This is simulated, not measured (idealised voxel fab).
The document below concerns the process module designated voxel transistor to metal.
This is section cut - it's 185 nm across, gridded in 5 nm square cells.
When this document writes out a cross-section, it uses a grid of square cells and lists it as bands, beginning at the top and moving down, with a band standing for one or more rows of cells.
Each band's line starts with the height of the band's top and of its bottom, in nm. Then come its materials from left to right, each with its width in nm. One material with "everywhere" fills the band from edge to edge. "blank" is empty space.
Measure heights from 0. That's the level where, below it, the as-received wafer is all one material. The lowest band is bottomless and extends downward; write it as in "z 0 and below".
It should be noted that a width expressed as "30..40" varies in equal increments from row to row of cells within the band, taking the value of the first number at the top row and that of the second number at the bottom row.
Any step labelled "nothing different" changed none of the cells in the cross-section.
"Closed cavity list" means: voids of 8 cells or more that are shut off from the top with no open way through. Written width x height at distance, distance from the left edge, in nm.
Formally, on a step line, whatever follows the settings is a remark that the simulator itself makes on the step.
overlay nm: on a step with a mask, how far right of its planned place the mask lay; negative means left.

-- Planned process steps
1. RECEIVE [material Si]
2. CONFORMAL_DEP [material SiO2] [thk nm 5]
3. CONFORMAL_DEP [material SiN] [thk nm 15]
4. DIRECTIONAL_DEP [material aC] [thk nm 15]
5. PATTERN [tone cover] [mask id ACTIVE] [material resist] [width nm 95] [thk nm 30] [overlay nm 0]
6. DIRECTIONAL_ETCH [etch materials aC] [depth nm 15]
7. STRIP [etch materials resist]
8. DIRECTIONAL_ETCH [etch materials SiN] [depth nm 15]
9. DIRECTIONAL_ETCH [etch materials SiO2] [depth nm 5]
10. DIRECTIONAL_ETCH [etch materials Si] [depth nm 35]
11. STRIP [etch materials aC]
12. OXIDIZE [depth nm 5]
13. FILL_DEP [material SiO2] [thk nm 10]
14. CMP [height nm 20]
15. SELECTIVE_ETCH [etch materials SiO2] [depth nm 15]
16. STRIP [etch materials SiN]
17. SELECTIVE_ETCH [etch materials SiO2] [depth nm 5]
18. OXIDIZE [depth nm 5]
19. DIRECTIONAL_DEP [material polySi] [thk nm 20]
20. DIRECTIONAL_DEP [material SiCN] [thk nm 10]
21. MASKED_ETCH [tone cover] [mask id GATE] [width nm 25] [etch materials SiCN] [depth nm 20] [overlay nm 0]
22. MASKED_ETCH [tone cover] [mask id GATE] [width nm 25] [etch materials polySi] [depth nm 30] [overlay nm 0]
23. CONFORMAL_DEP [material SiN] [thk nm 5]
24. DIRECTIONAL_ETCH [etch materials SiN] [depth nm 5]
25. DIRECTIONAL_ETCH [etch materials SiO2] [depth nm 5]
26. DIRECTIONAL_ETCH [etch materials Si] [depth nm 10]
27. EPI [material SiGe] [thk nm 10]
28. FILL_DEP [material SiO2] [thk nm 10]
29. CMP [height nm 20]
30. STRIP [etch materials polySi]
31. SELECTIVE_ETCH [etch materials SiO2] [depth nm 5]
32. CONFORMAL_DEP [material HfO2] [thk nm 5]
33. CONFORMAL_DEP [material TiN] [thk nm 5]
34. FILL_DEP [material W] [thk nm 10]
35. CMP [height nm 15]
36. DIRECTIONAL_DEP [material SiO2] [thk nm 15]
37. DIRECTIONAL_DEP [material aC] [thk nm 15]
38. PATTERN [tone open] [mask id CONTACT] [material resist] [width nm 15] [pitch nm 70] [thk nm 35] [overlay nm 0]
39. DIRECTIONAL_ETCH [etch materials aC] [depth nm 15]
40. STRIP [etch materials resist]
41. DIRECTIONAL_ETCH [etch materials SiO2] [depth nm 35]
42. STRIP [etch materials aC]
43. CONFORMAL_DEP [material TiN] [thk nm 5]
44. FILL_DEP [material W] [thk nm 10]
45. CMP [height nm 30]
46. DIRECTIONAL_DEP [material TiN] [thk nm 5]
47. DIRECTIONAL_DEP [material W] [thk nm 25]
48. MASKED_ETCH [tone cover] [mask id METAL_1] [width nm 15] [pitch nm 70] [etch materials W] [depth nm 25] [overlay nm 0]
49. MASKED_ETCH [tone cover] [mask id METAL_1] [width nm 15] [pitch nm 70] [etch materials TiN] [depth nm 5] [overlay nm 0]
50. CONFORMAL_DEP [material SiN] [thk nm 5]
51. FILL_DEP [material SiO2] [thk nm 10]
52. CMP [height nm 60]
53. CONFORMAL_DEP [material SiCN] [thk nm 5]

-- First of two wafers - as planned

-- The cross-section here shows the wafer as received, i.e. in its state after step 1
    z 0 and below | Si everywhere
    Closed cavity list: none

-- Once step 2 is through, the wafer looks like this in cross-section
    z 5 to 0 | SiO2 everywhere
    All layers under 0 are left as they were.

-- Once step 3 is through, the wafer looks like this in cross-section
    z 20 to 5 | SiN everywhere
    All layers under 5 are left as they were.

-- Once step 4 is through, the wafer looks like this in cross-section
    z 35 to 20 | aC everywhere
    All layers under 20 are left as they were.

-- Once step 5 is through, the wafer looks like this in cross-section
    z 65 to 35 | blank 45; resist 95; blank 45
    All layers under 35 are left as they were.

-- Once step 6 is through, the wafer looks like this in cross-section
    z 50 to 35 | blank 45; resist 95; blank 45
    z 35 to 20 | blank 45; aC 95; blank 45
    All layers under 20 are left as they were.

-- Once step 7 is through, the wafer looks like this in cross-section
    z 35 to 20 | blank 45; aC 95; blank 45
    All layers under 20 are left as they were.

-- Once step 8 is through, the wafer looks like this in cross-section
    z 35 to 20 | blank 45; aC 95; blank 45
    z 20 to 5 | blank 45; SiN 95; blank 45
    All layers under 5 are left as they were.

-- Once step 9 is through, the wafer looks like this in cross-section
    z 35 to 20 | blank 45; aC 95; blank 45
    z 20 to 5 | blank 45; SiN 95; blank 45
    z 5 to 0 | blank 45; SiO2 95; blank 45
    All layers under 0 are left as they were.

-- Once step 10 is through, the wafer looks like this in cross-section
    z 35 to 20 | blank 45; aC 95; blank 45
    z 20 to 5 | blank 45; SiN 95; blank 45
    z 5 to 0 | blank 45; SiO2 95; blank 45
    z 0 to -35 | blank 45; Si 95; blank 45
    All layers under -35 are left as they were.

-- Once step 11 is through, the wafer looks like this in cross-section
    z 20 to 5 | blank 45; SiN 95; blank 45
    All layers under 5 are left as they were.

-- Once step 12 is through, the wafer looks like this in cross-section
    z 20 to 5 | blank 45; SiN 95; blank 45
    z 5 to 0 | blank 45; SiO2 95; blank 45
    z 0 to -35 | blank 45; SiO2 5; Si 85; SiO2 5; blank 45
    z -35 to -40 | SiO2 50; Si 85; SiO2 50
    All layers under -40 are left as they were.

-- Once step 13 is through, the wafer looks like this in cross-section
    z 30 to 20 | SiO2 everywhere
    z 20 to 5 | SiO2 45; SiN 95; SiO2 45
    z 5 to 0 | SiO2 everywhere
    z 0 to -40 | SiO2 50; Si 85; SiO2 50
    All layers under -40 are left as they were.

-- Once step 14 is through, the wafer looks like this in cross-section
    z 20 to 5 | SiO2 45; SiN 95; SiO2 45
    All layers under 5 are left as they were.

-- Once step 15 is through, the wafer looks like this in cross-section
    z 20 to 5 | blank 45; SiN 95; blank 45
    All layers under 5 are left as they were.

-- Once step 16 is through, the wafer looks like this in cross-section
    z 5 to 0 | SiO2 everywhere
    All layers under 0 are left as they were.

-- Once step 17 is through, the wafer looks like this in cross-section
    z 0 to -40 | SiO2 50; Si 85; SiO2 50
    All layers under -40 are left as they were.

-- Once step 18 is through, the wafer looks like this in cross-section
    z 0 to -5 | SiO2 everywhere
    All layers under -5 are left as they were.

-- Once step 19 is through, the wafer looks like this in cross-section
    z 20 to 0 | polySi everywhere
    All layers under 0 are left as they were.

-- Once step 20 is through, the wafer looks like this in cross-section
    z 30 to 20 | SiCN everywhere
    All layers under 20 are left as they were.

-- Once step 21 is through, the wafer looks like this in cross-section
    z 30 to 20 | blank 80; SiCN 25; blank 80
    All layers under 20 are left as they were.

-- Once step 22 is through, the wafer looks like this in cross-section
    z 30 to 20 | blank 80; SiCN 25; blank 80
    z 20 to 0 | blank 80; polySi 25; blank 80
    All layers under 0 are left as they were.

-- Once step 23 is through, the wafer looks like this in cross-section
    z 35 to 30 | blank 75; SiN 35; blank 75
    z 30 to 20 | blank 75; SiN 5; SiCN 25; SiN 5; blank 75
    z 20 to 5 | blank 75; SiN 5; polySi 25; SiN 5; blank 75
    z 5 to 0 | SiN 80; polySi 25; SiN 80
    All layers under 0 are left as they were.

-- Once step 24 is through, the wafer looks like this in cross-section
    z 30 to 20 | blank 75; SiN 5; SiCN 25; SiN 5; blank 75
    z 20 to 0 | blank 75; SiN 5; polySi 25; SiN 5; blank 75
    All layers under 0 are left as they were.

-- Once step 25 is through, the wafer looks like this in cross-section
    z 30 to 20 | blank 75; SiN 5; SiCN 25; SiN 5; blank 75
    z 20 to 0 | blank 75; SiN 5; polySi 25; SiN 5; blank 75
    z 0 to -5 | blank 75; SiO2 35; blank 75
    All layers under -5 are left as they were.

-- Once step 26 is through, the wafer looks like this in cross-section
    z 30 to 20 | blank 75; SiN 5; SiCN 25; SiN 5; blank 75
    z 20 to 0 | blank 75; SiN 5; polySi 25; SiN 5; blank 75
    z 0 to -5 | blank 75; SiO2 35; blank 75
    z -5 to -15 | SiO2 50; blank 25; Si 35; blank 25; SiO2 50
    All layers under -15 are left as they were.

-- Once step 27 is through, the wafer looks like this in cross-section
    z 30 to 20 | blank 75; SiN 5; SiCN 25; SiN 5; blank 75
    z 20 to 5 | blank 75; SiN 5; polySi 25; SiN 5; blank 75
    z 5 to 0 | blank 65; SiGe 10; SiN 5; polySi 25; SiN 5; SiGe 10; blank 65
    z 0 to -5 | blank 65; SiGe 10; SiO2 35; SiGe 10; blank 65
    z -5 to -15 | SiO2 50; SiGe 25; Si 35; SiGe 25; SiO2 50
    All layers under -15 are left as they were.

-- Once step 28 is through, the wafer looks like this in cross-section
    z 40 to 30 | SiO2 everywhere
    z 30 to 20 | SiO2 75; SiN 5; SiCN 25; SiN 5; SiO2 75
    z 20 to 5 | SiO2 75; SiN 5; polySi 25; SiN 5; SiO2 75
    z 5 to 0 | SiO2 65; SiGe 10; SiN 5; polySi 25; SiN 5; SiGe 10; SiO2 65
    z 0 to -5 | SiO2 65; SiGe 10; SiO2 35; SiGe 10; SiO2 65
    All layers under -5 are left as they were.

-- Once step 29 is through, the wafer looks like this in cross-section
    z 20 to 5 | SiO2 75; SiN 5; polySi 25; SiN 5; SiO2 75
    All layers under 5 are left as they were.

-- Once step 30 is through, the wafer looks like this in cross-section
    z 20 to 5 | SiO2 75; SiN 5; blank 25; SiN 5; SiO2 75
    z 5 to 0 | SiO2 65; SiGe 10; SiN 5; blank 25; SiN 5; SiGe 10; SiO2 65
    All layers under 0 are left as they were.

-- Once step 31 is through, the wafer looks like this in cross-section
    z 20 to 15 | blank 75; SiN 5; blank 25; SiN 5; blank 75
    z 15 to 5 | SiO2 75; SiN 5; blank 25; SiN 5; SiO2 75
    z 5 to 0 | SiO2 65; SiGe 10; SiN 5; blank 25; SiN 5; SiGe 10; SiO2 65
    z 0 to -5 | SiO2 65; SiGe 10; blank 35; SiGe 10; SiO2 65
    All layers under -5 are left as they were.

-- Once step 32 is through, the wafer looks like this in cross-section
    z 25 to 20 | blank 70; HfO2 15; blank 15; HfO2 15; blank 70
    z 20 to 15 | HfO2 75; SiN 5; HfO2 5; blank 15; HfO2 5; SiN 5; HfO2 75
    z 15 to 5 | SiO2 75; SiN 5; HfO2 5; blank 15; HfO2 5; SiN 5; SiO2 75
    z 5 to 0 | SiO2 65; SiGe 10; SiN 5; HfO2 5; blank 15; HfO2 5; SiN 5; SiGe 10; SiO2 65
    z 0 to -5 | SiO2 65; SiGe 10; HfO2 35; SiGe 10; SiO2 65
    All layers under -5 are left as they were.

-- Once step 33 is through, the wafer looks like this in cross-section
    z 30 to 25 | blank 65; TiN 25; blank 5; TiN 25; blank 65
    z 25 to 20 | TiN 70; HfO2 15; TiN 5; blank 5; TiN 5; HfO2 15; TiN 70
    z 20 to 15 | HfO2 75; SiN 5; HfO2 5; TiN 5; blank 5; TiN 5; HfO2 5; SiN 5; HfO2 75
    z 15 to 5 | SiO2 75; SiN 5; HfO2 5; TiN 5; blank 5; TiN 5; HfO2 5; SiN 5; SiO2 75
    z 5 to 0 | SiO2 65; SiGe 10; SiN 5; HfO2 5; TiN 15; HfO2 5; SiN 5; SiGe 10; SiO2 65
    All layers under 0 are left as they were.

-- Once step 34 is through, the wafer looks like this in cross-section
    z 40 to 30 | W everywhere
    z 30 to 25 | W 65; TiN 25; W 5; TiN 25; W 65
    z 25 to 20 | TiN 70; HfO2 15; TiN 5; W 5; TiN 5; HfO2 15; TiN 70
    z 20 to 15 | HfO2 75; SiN 5; HfO2 5; TiN 5; W 5; TiN 5; HfO2 5; SiN 5; HfO2 75
    z 15 to 5 | SiO2 75; SiN 5; HfO2 5; TiN 5; W 5; TiN 5; HfO2 5; SiN 5; SiO2 75
    All layers under 5 are left as they were.

-- Once step 35 is through, the wafer looks like this in cross-section
    z 15 to 5 | SiO2 75; SiN 5; HfO2 5; TiN 5; W 5; TiN 5; HfO2 5; SiN 5; SiO2 75
    All layers under 5 are left as they were.

-- Once step 36 is through, the wafer looks like this in cross-section
    z 30 to 15 | SiO2 everywhere
    All layers under 15 are left as they were.

-- Once step 37 is through, the wafer looks like this in cross-section
    z 45 to 30 | aC everywhere
    All layers under 30 are left as they were.

-- Once step 38 is through, the wafer looks like this in cross-section
    z 80 to 45 | resist 50; blank 15; resist 55; blank 15; resist 50
    All layers under 45 are left as they were.

-- Once step 39 is through, the wafer looks like this in cross-section
    z 65 to 45 | resist 50; blank 15; resist 55; blank 15; resist 50
    z 45 to 30 | aC 50; blank 15; aC 55; blank 15; aC 50
    All layers under 30 are left as they were.

-- Once step 40 is through, the wafer looks like this in cross-section
    z 45 to 30 | aC 50; blank 15; aC 55; blank 15; aC 50
    All layers under 30 are left as they were.

-- Once step 41 is through, the wafer looks like this in cross-section
    z 45 to 30 | aC 50; blank 15; aC 55; blank 15; aC 50
    z 30 to 15 | SiO2 50; blank 15; SiO2 55; blank 15; SiO2 50
    z 15 to 5 | SiO2 50; blank 15; SiO2 10; SiN 5; HfO2 5; TiN 5; W 5; TiN 5; HfO2 5; SiN 5; SiO2 10; blank 15; SiO2 50
    z 5 to 0 | SiO2 50; blank 15; SiGe 10; SiN 5; HfO2 5; TiN 15; HfO2 5; SiN 5; SiGe 10; blank 15; SiO2 50
    z 0 to -5 | SiO2 50; blank 15; SiGe 10; HfO2 35; SiGe 10; blank 15; SiO2 50
    All layers under -5 are left as they were.

-- Once step 42 is through, the wafer looks like this in cross-section
    z 30 to 15 | SiO2 50; blank 15; SiO2 55; blank 15; SiO2 50
    All layers under 15 are left as they were.

-- Once step 43 is through, the wafer looks like this in cross-section
    z 35 to 30 | TiN 55; blank 5; TiN 65; blank 5; TiN 55
    z 30 to 15 | SiO2 50; TiN 5; blank 5; TiN 5; SiO2 55; TiN 5; blank 5; TiN 5; SiO2 50
    z 15 to 5 | SiO2 50; TiN 5; blank 5; TiN 5; SiO2 10; SiN 5; HfO2 5; TiN 5; W 5; TiN 5; HfO2 5; SiN 5; SiO2 10; TiN 5; blank 5; TiN 5; SiO2 50
    z 5 to 0 | SiO2 50; TiN 5; blank 5; TiN 5; SiGe 10; SiN 5; HfO2 5; TiN 15; HfO2 5; SiN 5; SiGe 10; TiN 5; blank 5; TiN 5; SiO2 50
    z 0 to -5 | SiO2 50; TiN 15; SiGe 10; HfO2 35; SiGe 10; TiN 15; SiO2 50
    All layers under -5 are left as they were.

-- Once step 44 is through, the wafer looks like this in cross-section
    z 45 to 35 | W everywhere
    z 35 to 30 | TiN 55; W 5; TiN 65; W 5; TiN 55
    z 30 to 15 | SiO2 50; TiN 5; W 5; TiN 5; SiO2 55; TiN 5; W 5; TiN 5; SiO2 50
    z 15 to 5 | SiO2 50; TiN 5; W 5; TiN 5; SiO2 10; SiN 5; HfO2 5; TiN 5; W 5; TiN 5; HfO2 5; SiN 5; SiO2 10; TiN 5; W 5; TiN 5; SiO2 50
    z 5 to 0 | SiO2 50; TiN 5; W 5; TiN 5; SiGe 10; SiN 5; HfO2 5; TiN 15; HfO2 5; SiN 5; SiGe 10; TiN 5; W 5; TiN 5; SiO2 50
    All layers under 0 are left as they were.

-- Once step 45 is through, the wafer looks like this in cross-section
    z 30 to 15 | SiO2 50; TiN 5; W 5; TiN 5; SiO2 55; TiN 5; W 5; TiN 5; SiO2 50
    All layers under 15 are left as they were.

-- Once step 46 is through, the wafer looks like this in cross-section
    z 35 to 30 | TiN everywhere
    All layers under 30 are left as they were.

-- Once step 47 is through, the wafer looks like this in cross-section
    z 60 to 35 | W everywhere
    All layers under 35 are left as they were.

-- Once step 48 is through, the wafer looks like this in cross-section
    z 60 to 35 | blank 50; W 15; blank 55; W 15; blank 50
    All layers under 35 are left as they were.

-- Once step 49 is through, the wafer looks like this in cross-section
    z 60 to 35 | blank 50; W 15; blank 55; W 15; blank 50
    z 35 to 30 | blank 50; TiN 15; blank 55; TiN 15; blank 50
    All layers under 30 are left as they were.

-- Once step 50 is through, the wafer looks like this in cross-section
    z 65 to 60 | blank 45; SiN 25; blank 45; SiN 25; blank 45
    z 60 to 35 | blank 45; SiN 5; W 15; SiN 5; blank 45; SiN 5; W 15; SiN 5; blank 45
    z 35 to 30 | SiN 50; TiN 15; SiN 55; TiN 15; SiN 50
    All layers under 30 are left as they were.

-- Once step 51 is through, the wafer looks like this in cross-section
    z 75 to 65 | SiO2 everywhere
    z 65 to 60 | SiO2 45; SiN 25; SiO2 45; SiN 25; SiO2 45
    z 60 to 35 | SiO2 45; SiN 5; W 15; SiN 5; SiO2 45; SiN 5; W 15; SiN 5; SiO2 45
    All layers under 35 are left as they were.

-- Once step 52 is through, the wafer looks like this in cross-section
    z 60 to 35 | SiO2 45; SiN 5; W 15; SiN 5; SiO2 45; SiN 5; W 15; SiN 5; SiO2 45
    All layers under 35 are left as they were.

-- Once step 53 is through, the wafer looks like this in cross-section
    z 65 to 60 | SiCN everywhere
    All layers under 60 are left as they were.

-- Second wafer, same starting state and plan as the first, one mistake in the run, identical through step 35

-- Look at the second wafer in cross-section at the time step 36 ought to have finished
    z 45 to 15 | SiO2 everywhere
    All layers under 15 are left as they were.

-- Look at the second wafer in cross-section at the time step 37 ought to have finished
    z 60 to 45 | aC everywhere
    All layers under 45 are left as they were.

-- Look at the second wafer in cross-section at the time step 38 ought to have finished
    z 95 to 60 | resist 50; blank 15; resist 55; blank 15; resist 50
    All layers under 60 are left as they were.

-- Look at the second wafer in cross-section at the time step 39 ought to have finished
    z 80 to 60 | resist 50; blank 15; resist 55; blank 15; resist 50
    z 60 to 45 | aC 50; blank 15; aC 55; blank 15; aC 50
    All layers under 45 are left as they were.

-- Look at the second wafer in cross-section at the time step 40 ought to have finished
    z 60 to 45 | aC 50; blank 15; aC 55; blank 15; aC 50
    All layers under 45 are left as they were.

-- Look at the second wafer in cross-section at the time step 41 ought to have finished
    z 60 to 45 | aC 50; blank 15; aC 55; blank 15; aC 50
    z 45 to 15 | SiO2 50; blank 15; SiO2 55; blank 15; SiO2 50
    z 15 to 10 | SiO2 50; blank 15; SiO2 10; SiN 5; HfO2 5; TiN 5; W 5; TiN 5; HfO2 5; SiN 5; SiO2 10; blank 15; SiO2 50
    All layers under 10 are left as they were.

-- Look at the second wafer in cross-section at the time step 42 ought to have finished
    z 45 to 15 | SiO2 50; blank 15; SiO2 55; blank 15; SiO2 50
    All layers under 15 are left as they were.

-- Look at the second wafer in cross-section at the time step 43 ought to have finished
    z 50 to 45 | TiN 55; blank 5; TiN 65; blank 5; TiN 55
    z 45 to 15 | SiO2 50; TiN 5; blank 5; TiN 5; SiO2 55; TiN 5; blank 5; TiN 5; SiO2 50
    z 15 to 10 | SiO2 50; TiN 15; SiO2 10; SiN 5; HfO2 5; TiN 5; W 5; TiN 5; HfO2 5; SiN 5; SiO2 10; TiN 15; SiO2 50
    All layers under 10 are left as they were.

-- Look at the second wafer in cross-section at the time step 44 ought to have finished
    z 60 to 50 | W everywhere
    z 50 to 45 | TiN 55; W 5; TiN 65; W 5; TiN 55
    z 45 to 15 | SiO2 50; TiN 5; W 5; TiN 5; SiO2 55; TiN 5; W 5; TiN 5; SiO2 50
    All layers under 15 are left as they were.

-- Look at the second wafer in cross-section at the time step 45 ought to have finished
    z 30 to 15 | SiO2 50; TiN 5; W 5; TiN 5; SiO2 55; TiN 5; W 5; TiN 5; SiO2 50
    All layers under 15 are left as they were.

-- Look at the second wafer in cross-section at the time step 46 ought to have finished
    z 35 to 30 | TiN everywhere
    All layers under 30 are left as they were.

-- Look at the second wafer in cross-section at the time step 47 ought to have finished
    z 60 to 35 | W everywhere
    All layers under 35 are left as they were.

-- Look at the second wafer in cross-section at the time step 48 ought to have finished
    z 60 to 35 | blank 50; W 15; blank 55; W 15; blank 50
    All layers under 35 are left as they were.

-- Look at the second wafer in cross-section at the time step 49 ought to have finished
    z 60 to 35 | blank 50; W 15; blank 55; W 15; blank 50
    z 35 to 30 | blank 50; TiN 15; blank 55; TiN 15; blank 50
    All layers under 30 are left as they were.

-- Look at the second wafer in cross-section at the time step 50 ought to have finished
    z 65 to 60 | blank 45; SiN 25; blank 45; SiN 25; blank 45
    z 60 to 35 | blank 45; SiN 5; W 15; SiN 5; blank 45; SiN 5; W 15; SiN 5; blank 45
    z 35 to 30 | SiN 50; TiN 15; SiN 55; TiN 15; SiN 50
    All layers under 30 are left as they were.

-- Look at the second wafer in cross-section at the time step 51 ought to have finished
    z 75 to 65 | SiO2 everywhere
    z 65 to 60 | SiO2 45; SiN 25; SiO2 45; SiN 25; SiO2 45
    z 60 to 35 | SiO2 45; SiN 5; W 15; SiN 5; SiO2 45; SiN 5; W 15; SiN 5; SiO2 45
    All layers under 35 are left as they were.

-- Look at the second wafer in cross-section at the time step 52 ought to have finished
    z 60 to 35 | SiO2 45; SiN 5; W 15; SiN 5; SiO2 45; SiN 5; W 15; SiN 5; SiO2 45
    All layers under 35 are left as they were.

-- Look at the second wafer in cross-section at the time step 53 ought to have finished
    z 65 to 60 | SiCN everywhere
    All layers under 60 are left as they were.
What was done differently from what was planned? step 36 of the plan was twice carried out
at the end the second wafer has, in cells: SiO2 +18; TiN -12; W -6
